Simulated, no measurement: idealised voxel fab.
Documented hereafter: the process module known as voxel ribs on slabs.
Displayed cross-section: cut, width of 150 nm, square cells sized 5 nm.
For the purposes of this document, a cross-section shall be understood as a grid of square cells, specified as bands listed in top-to-bottom order, each band consisting of one or more rows of cells. A band entry consists of two parts. The first gives the height of the band's top and the height of its bottom, in nm. The rest lists the band's materials from left to right, each with its width in nm. A single material labelled with the word "full width" fills the band from edge to edge, and the word "blank" marks empty space. Height is counted from the level 0, under which the received wafer is composed throughout of one material. The lowest of the bands is not closed at the bottom but continues downward, in the notation "0 nm and below". Top row gets the first number, bottom row gets the second, and each row in between changes by the same step: that is how a band width like "30 to 40" works. Where the words "remained the same" appear for a step, the cross-section shows no cell changed by that step; every cell remained as before. The list in "Enclosed empty spaces" covers empty spaces of 8 cells or more that cannot reach the top through any open way, and it gives each as width x height at distance; the distance is from the left edge, and width, height and distance are in nm. Text after the settings on a step's line: the simulator's own remark on that step. "overlay nm" denotes, for a step that has a mask, the displacement of the mask to the right of its planned place, with negative values corresponding to the left.
## The planned process steps are enumerated hereunder
1: RECEIVE with material Si
2: DIRECTIONAL_DEP with material SiO2, thk nm 30
3: DIRECTIONAL_DEP with material polySi, thk nm 20
4: DIRECTIONAL_DEP with material aC, thk nm 15
5: PATTERN with tone cover, mask id RIB, material resist, width nm 30, thk nm 30, overlay nm 0
6: DIRECTIONAL_ETCH with etch materials aC, depth nm 15
7: STRIP with etch materials resist
8: DIRECTIONAL_ETCH with etch materials polySi, depth nm 15
9: STRIP with etch materials aC
10: DIRECTIONAL_DEP with material aC, thk nm 10
11: PATTERN with tone cover, mask id SLAB, material resist, width nm 90, thk nm 25, overlay nm 0
12: DIRECTIONAL_ETCH with etch materials aC, depth nm 10
13: STRIP with etch materials resist
14: DIRECTIONAL_ETCH with etch materials polySi, depth nm 5
15: STRIP with etch materials aC
16: FILL_DEP with material SiO2, thk nm 25
17: CMP with height nm 65
18: DIRECTIONAL_DEP with material W, thk nm 5
19: PATTERN with tone cover, mask id HEATER, material resist, width nm 40, thk nm 15, overlay nm 0
20: DIRECTIONAL_ETCH with etch materials W, depth nm 5
21: STRIP with etch materials resist
22: CONFORMAL_DEP with material SiN, thk nm 10
## Here's what the wafer looked like in cross-section when it arrived - that's after step 1
  0 nm and below = Si full width
  Enclosed empty spaces: none
## Wafer at module end, in section. Began as above, planned as above, run with one mistake
  70 nm to 65 nm = 55 nm blank; 40 nm W; 55 nm blank
  65 nm to 50 nm = SiO2 full width
  50 nm to 35 nm = 60 nm SiO2; 30 nm polySi; 60 nm SiO2
  35 nm to 30 nm = 30 nm SiO2; 90 nm polySi; 30 nm SiO2
  30 nm to 0 nm = SiO2 full width
  0 nm and below = Si full width
  Enclosed empty spaces: none
The mistake made against the process plan was this: not run: step 22 of the plan (skipped)
